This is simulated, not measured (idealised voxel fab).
process module | voxel capacitor over wiring
cross-section cut | 205 nm wide | cells 5 nm
A cross-section is a grid of square cells, given in bands from the top down. A band is one or more rows of cells.
Each band's line starts with the height of the band's top and of its bottom, in nm. Then come its materials from left to right, each with its width in nm. One material with "throughout" fills the band from edge to edge. "air" is empty space.
Height 0 is the level under which the wafer as received is all one material. The lowest band goes on downwards, as in "0 down".
A width such as "30 to 40" changes by the same amount from each row of cells to the next, from the band's top row to its bottom row.
"no change" after a step means that no cell of the cross-section changed.
closed voids: empty space of 8 cells or more with no open way to the top, each as width x height at its distance from the left edge, in nm
after a step's settings: what the simulator itself notes on the step
overlay nm, on a step with a mask: how far to the right of its planned place the mask lay; to the left if negative
Each pair below shows a cross-section before one step and the cross-section after it, down to the lowest band that changed. The line under each pair gives the step between them, with its settings. The pairs can come from different runs of this module on the same starting wafer, so a pair continues from the pair above only where its "before" says so.
before
  75 to 70: SiO2 65 | TiN 5 | Cu 5 | TiN 5 | SiO2 125
  70 to 60: SiO2 65 to 55 | TiN 15 to 70 | SiO2 125 to 80
  60 to 55: SiO2 55 | SiN 70 | SiO2 80
  55 to 45: SiO2 50 | TiN 80 | SiO2 75
  45 to 35: SiO2 55 | Ru 15 | SiO2 135
  35 to 30: SiCN 55 | Ru 15 | SiCN 135
  30 to 15: lowk 45 | W 25 | lowk 65 | W 25 | lowk 45
  15 to 10: lowk 45 | TiN 25 | lowk 65 | TiN 25 | lowk 45
  10 to 0: SiO2 throughout
  0 down: Si throughout
  closed voids: none
after
  80 to 75: Ru throughout
  below 75: unchanged
  closed voids: none
the step between: op CONFORMAL_DEP | material Ru | thk nm 5
before
  75 to 65: SiO2 throughout
  65 to 60: SiO2 55 | TiN 70 | SiO2 80
  60 to 55: SiO2 55 | SiN 70 | SiO2 80
  55 to 45: SiO2 50 | TiN 80 | SiO2 75
  45 to 35: SiO2 55 | Ru 15 | SiO2 135
  35 to 30: SiCN 55 | Ru 15 | SiCN 135
  30 to 15: lowk 45 | W 25 | lowk 65 | W 25 | lowk 45
  15 to 10: lowk 45 | TiN 25 | lowk 65 | TiN 25 | lowk 45
  10 to 0: SiO2 throughout
  0 down: Si throughout
  closed voids: none
after
  75 to 65: air 65 | SiO2 15 | air 125
  below 65: unchanged
  closed voids: none
the step between: op MASKED_ETCH | tone cover | mask id PLUG_2 | width nm 15 | etch materials SiO2 | depth nm 10 | overlay nm 0
before: the cross-section after the pair above
after
  80 to 75: air 60 | TiN 25 | air 120
  75 to 70: air 60 | TiN 5 | SiO2 15 | TiN 5 | air 120
  70 to 65: TiN 65 | SiO2 15 | TiN 125
  below 65: unchanged
  closed voids: none
the step between: op CONFORMAL_DEP | material TiN | thk nm 5
before: the cross-section after the pair above
after
  85 to 80: Cu throughout
  80 to 75: Cu 60 | TiN 25 | Cu 120
  75 to 70: Cu 60 | TiN 5 | SiO2 15 | TiN 5 | Cu 120
  below 70: unchanged
  closed voids: none
the step between: op FILL_DEP | material Cu | thk nm 5
before: the cross-section after the pair above
after
  75 to 70: Cu 60 | TiN 5 | SiO2 15 | TiN 5 | Cu 120
  below 70: unchanged
  closed voids: none
the step between: op CMP | height nm 75
before: the cross-section after the pair above
after
  80 to 75: SiN throughout
  below 75: unchanged
  closed voids: none
the step between: op CONFORMAL_DEP | material SiN | thk nm 5
